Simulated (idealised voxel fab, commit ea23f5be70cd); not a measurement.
Proc. module: voxel gate over fins
Square cell edge 5 nm, section width 260 nm, ID cut.
Square cells in a grid make up a cross-section in this document, and the grid is given as bands, listed from the top down, each one or more rows of cells.
It is stipulated that each band's entry specify, in nanometres, the height of the top of the band and then that of its bottom, followed by the materials of the band in left-to-right sequence, each together with its width in nanometres. A single material marked by the word "everywhere" is understood to fill the band from edge to edge; the word "blank" is understood to denote empty space.
Heights are measured from 0, the level below which the as-received wafer is all one material; the lowest band has no bottom and continues downward, written as in "0 -> down".
Read "30->40" as a graded width: first number on top, second number at the bottom, same change between each pair of neighbouring rows.
Basically "remained the same" means that step didn't change any cell in the cross-section.
Trapped void list: empty space of 8 cells or more with no open way to the top, each as width x height at its distance from the left edge, in nm
Note: text after step settings on the step line = simulator remark on that step.
Regarding "overlay nm": on a step with a mask, it is the distance the mask lay to the right of its planned place; a negative value places it to the left.
PLANNED PROCESS STEPS
1. RECEIVE,material Si
2. CONFORMAL_DEP,material SiN,thk nm 5
3. MASKED_ETCH,tone cover,mask id FINS,width nm 15,pitch nm 60,etch materials SiN,depth nm 5,overlay nm 0
4. MASKED_ETCH,tone cover,mask id FINS,width nm 15,pitch nm 60,etch materials Si,depth nm 35,overlay nm 0
5. OXIDIZE,depth nm 5
6. FILL_DEP,material SiO2,thk nm 5
7. CMP,height nm 5
8. MASKED_ETCH,tone open,mask id RAIL,width nm 15,etch materials SiO2,depth nm 35,overlay nm 0
9. CONFORMAL_DEP,material TiN,thk nm 5
10. FILL_DEP,material Ru,thk nm 10
11. CMP,height nm 5
12. SELECTIVE_ETCH,etch materials W Ru TiN,depth nm 20
13. FILL_DEP,material SiO2,thk nm 5
14. CMP,height nm 5
15. SELECTIVE_ETCH,etch materials SiO2,depth nm 15
16. STRIP,etch materials SiN
17. CONFORMAL_DEP,material HfO2,thk nm 5
18. CONFORMAL_DEP,material TiN,thk nm 5
19. FILL_DEP,material W,thk nm 15
20. CMP,height nm 20
21. CONFORMAL_DEP,material SiN,thk nm 10
CROSS-SECTION OF THE WAFER AT RECEIPT, WHICH IS THE CONDITION AFTER STEP 1
  0 -> down = Si everywhere
  Trapped void list: none
FIRST WAFER OF TWO, SECTIONED AT END OF MODULE; RUN WENT PER PLAN
  30 -> 20 = SiN everywhere
  20 -> 10 = W everywhere
  10 -> 5 = 55 of W, 25 of TiN, 35 of W, 25 of TiN, 35 of W, 25 of TiN, 60 of W
  5 -> 0 = 55 of W, 5 of TiN, 15 of HfO2, 5 of TiN, 35 of W, 5 of TiN, 15 of HfO2, 5 of TiN, 35 of W, 5 of TiN, 15 of HfO2, 5 of TiN, 60 of W
  0 -> -5 = 60 of TiN, 5 of HfO2, 5 of Si, 5 of HfO2, 45 of TiN, 5 of HfO2, 5 of Si, 5 of HfO2, 45 of TiN, 5 of HfO2, 5 of Si, 5 of HfO2, 65 of TiN
  -5 -> -10 = 65 of HfO2, 5 of Si, 55 of HfO2, 5 of Si, 55 of HfO2, 5 of Si, 70 of HfO2
  -10 -> -15 = 65 of SiO2, 5 of Si, 55 of SiO2, 5 of Si, 55 of SiO2, 5 of Si, 70 of SiO2
  -15 -> -25 = 65 of SiO2, 5 of Si, 20 of SiO2, 5 of TiN, 5 of Ru, 5 of TiN, 20 of SiO2, 5 of Si, 55 of SiO2, 5 of Si, 70 of SiO2
  -25 -> -30 = 65 of SiO2, 5 of Si, 20 of SiO2, 15 of TiN, 20 of SiO2, 5 of Si, 55 of SiO2, 5 of Si, 70 of SiO2
  -30 -> -40 = 65 of SiO2, 5 of Si, 55 of SiO2, 5 of Si, 55 of SiO2, 5 of Si, 70 of SiO2
  -40 -> down = Si everywhere
  Trapped void list: none
HERE'S THE SECOND OF OUR TWO WAFERS SECTIONED AT MODULE END. SAME START AS THE FIRST, SAME PLAN, BUT ONE MISTAKE GOT MADE RUNNING IT
  30 -> 20 = SiN everywhere
  20 -> 10 = W everywhere
  10 -> 5 = 55 of W, 25 of TiN, 35 of W, 25 of TiN, 35 of W, 25 of TiN, 60 of W
  5 -> 0 = 55 of W, 5 of TiN, 15 of HfO2, 5 of TiN, 35 of W, 5 of TiN, 15 of HfO2, 5 of TiN, 35 of W, 5 of TiN, 15 of HfO2, 5 of TiN, 60 of W
  0 -> -5 = 60 of TiN, 5 of HfO2, 5 of Si, 5 of HfO2, 45 of TiN, 5 of HfO2, 5 of Si, 5 of HfO2, 45 of TiN, 5 of HfO2, 5 of Si, 5 of HfO2, 65 of TiN
  -5 -> -10 = 65 of HfO2, 5 of Si, 55 of HfO2, 5 of Si, 55 of HfO2, 5 of Si, 70 of HfO2
  -10 -> -15 = 65 of SiO2, 5 of Si, 55 of SiO2, 5 of Si, 55 of SiO2, 5 of Si, 70 of SiO2
  -15 -> -25 = 65 of SiO2, 5 of Si, 20 of SiO2, 5 of TiN, 5 of Ru, 5 of TiN, 20 of SiO2, 5 of Si, 55 of SiO2, 5 of Si, 70 of SiO2
  -25 -> -30 = 65 of SiO2, 5 of Si, 20 of SiO2, 15 of TiN, 20 of SiO2, 5 of Si, 55 of SiO2, 5 of Si, 70 of SiO2
  -30 -> -75 = 65 of SiO2, 5 of Si, 55 of SiO2, 5 of Si, 55 of SiO2, 5 of Si, 70 of SiO2
  -75 -> down = Si everywhere
  Trapped void list: none
The plan and the run diverged here: step 4 of the plan was carried out twice
Final comparison by cell count, materials where the second wafer has more or fewer than the first: Si -343, SiO2 +343
